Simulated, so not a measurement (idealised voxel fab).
Name of the process module below: voxel wiring stack
The cross-section shown here is cut; it is 210 nm wide and divided into square cells measuring 5 nm on a side.
A cross-section is a grid of square cells, given in bands from the top down. A band is one or more rows of cells. Band: top and bottom heights (nm) first, top before bottom; then materials from left to right, widths in nm. "all across" marks a sole material filling the band edge to edge. "blank" denotes empty space. Height 0 is the level under which the wafer as received is all one material. The lowest band goes on downwards, as in "0 and below". The two numbers in a width such as "30..40" mark its ends across the band: the first belongs to the top row of cells, the second to the bottom row, and from each row to the next the width moves by the same amount. "nothing was modified" means the step left every cell of the cross-section as it was. So "Sealed internal voids" is basically the list of trapped voids: any empty space of 8 cells or more that can't reach the top through an opening. They're written width x height at distance, the distance being from the left edge, and it's all nm. If you see something after the settings on a step's line, that's the simulator's own remark about that step. overlay nm: where the mask lay relative to plan, measured to the right, on steps with a mask; negatives go left.
[The process steps that were planned are listed below]
1) RECEIVE | material Si
2) CONFORMAL_DEP | material SiO2 | thk nm 10
3) DIRECTIONAL_DEP | material TiN | thk nm 5
4) DIRECTIONAL_DEP | material W | thk nm 25
5) DIRECTIONAL_DEP | material aC | thk nm 15
6) PATTERN | tone cover | mask id METAL_1 | material resist | width nm 15 | pitch nm 45 | thk nm 35 | overlay nm 0
7) DIRECTIONAL_ETCH | etch materials aC | depth nm 15
8) STRIP | etch materials resist
9) DIRECTIONAL_ETCH | etch materials W | depth nm 25
10) DIRECTIONAL_ETCH | etch materials TiN | depth nm 5
11) STRIP | etch materials aC
12) CONFORMAL_DEP | material SiN | thk nm 5
13) FILL_DEP | material lowk | thk nm 5
14) CMP | height nm 40
15) CONFORMAL_DEP | material SiCN | thk nm 5
16) DIRECTIONAL_DEP | material lowk | thk nm 15
17) MASKED_ETCH | tone open | mask id PLUG_1 | width nm 15 | pitch nm 45 | etch materials lowk | depth nm 15 | overlay nm 0
18) MASKED_ETCH | tone open | mask id PLUG_1 | width nm 15 | pitch nm 45 | etch materials SiCN | depth nm 5 | overlay nm 0
19) CONFORMAL_DEP | material TiN | thk nm 5
20) FILL_DEP | material Ru | thk nm 5
21) CMP | height nm 60
22) DIRECTIONAL_DEP | material TiN | thk nm 5
23) DIRECTIONAL_DEP | material W | thk nm 20
24) PATTERN | tone cover | mask id METAL_2 | material resist | width nm 20 | pitch nm 45 | thk nm 15 | overlay nm 0
25) DIRECTIONAL_ETCH | etch materials W | depth nm 20
26) DIRECTIONAL_ETCH | etch materials TiN | depth nm 5
27) STRIP | etch materials resist
28) CONFORMAL_DEP | material SiN | thk nm 5
29) FILL_DEP | material SiO2 | thk nm 5
30) CMP | height nm 85
31) CONFORMAL_DEP | material SiN | thk nm 5
Don't read the plan's width nm for step 6 as applying to every wafer: that's the first wafer's value, and the wafers differ in it, though they all start identical.
[Cross-section, first of several wafers, as delivered after step 1]
  0 and below  Si all across
  Sealed internal voids: none
[The following table contains a row per wafer, in which are reported, at the conclusion of the module, the cells of each material gained (+) or lost (-) since the wafer's receipt, with its closed voids given thereafter]
width nm 15; +12 Ru; +30 SiCN; +170 SiN; +156 SiO2; +64 TiN; +124 W; +200 lowk; Sealed internal voids: none
width nm 20; +12 Ru; +30 SiCN; +166 SiN; +156 SiO2; +68 TiN; +144 W; +180 lowk; Sealed internal voids: none
width nm 25; +12 Ru; +30 SiCN; +162 SiN; +156 SiO2; +72 TiN; +164 W; +160 lowk; Sealed internal voids: none
width nm 30; +12 Ru; +30 SiCN; +158 SiN; +156 SiO2; +76 TiN; +184 W; +140 lowk; Sealed internal voids: none
